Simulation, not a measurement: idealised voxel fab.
Documented hereafter: the process module known as voxel released beams.
Shown is cross-section cut, with a width of 200 nm and square cells of size 5 nm.
When this document writes out a cross-section, it uses a grid of square cells and lists it as bands, beginning at the top and moving down, with a band standing for one or more rows of cells. Band: top and bottom heights (nm) first, top before bottom; then materials from left to right, widths in nm. "full width" marks a sole material filling the band edge to edge. "air" denotes empty space. The level at which height equals 0 is the one under which the wafer, as it arrives, is entirely one material. No lower edge exists for the bottom band, which continues downward and is notated as in "z 0 and below". Per-row width for "30..40": begins at first number (top row of band), ends at second number (bottom row), increment between rows held constant. A step reported as "no change occurred" is a step in which no cell of the cross-section changed. Closed empty spaces (no open way to the top) of 8 cells or more are what "Non-vented voids" lists, each as width x height at distance from the left edge, nm for all three. What comes after the settings on a step's line is commentary from the simulator itself on that step. If you see "overlay nm" on a step's line and that step has a mask, it's telling you how far right of where it was planned the mask ended up; a negative number means it went left instead.

The process steps that were planned are listed below:
| 1 | RECEIVE,material Si |
| 2 | CONFORMAL_DEP,material Al2O3,thk nm 5 |
| 3 | DIRECTIONAL_DEP,material SiO2,thk nm 15 |
| 4 | DIRECTIONAL_DEP,material aC,thk nm 10 |
| 5 | PATTERN,tone open,mask id ANCHOR,material resist,width nm 25,thk nm 30,overlay nm 0 |
| 6 | DIRECTIONAL_ETCH,etch materials aC,depth nm 10 |
| 7 | STRIP,etch materials resist |
| 8 | DIRECTIONAL_ETCH,etch materials SiO2,depth nm 15 |
| 9 | STRIP,etch materials aC |
| 10 | CONFORMAL_DEP,material W,thk nm 5 |
| 11 | PATTERN,tone cover,mask id BEAM,material resist,width nm 70,thk nm 15,overlay nm 0 |
| 12 | DIRECTIONAL_ETCH,etch materials W,depth nm 10 |
| 13 | STRIP,etch materials resist |
| 14 | STRIP,etch materials SiO2 |
The plan shows the thk nm of step 10 as the first wafer had it; this setting differs between the wafers, which start out alike.

First of several wafers (as received, post step 1), cross-sectional view:
> z 0 and below = Si full width
> Non-vented voids: none

What follows is a table in which each wafer occupies a row; for the wafer as it stands at the close of the module, the row states, material by material, how many cells have been gained (+) or lost (-) since receipt, and then gives its closed voids:
thk nm 5, +40 Al2O3, +20 W, Non-vented voids: none
thk nm 10, +40 Al2O3, +40 W, Non-vented voids: none
thk nm 15, +40 Al2O3, +105 SiO2, +83 W, Non-vented voids: none
thk nm 20, +40 Al2O3, +105 SiO2, +123 W, Non-vented voids: none
thk nm 25, +40 Al2O3, +105 SiO2, +163 W, Non-vented voids: none
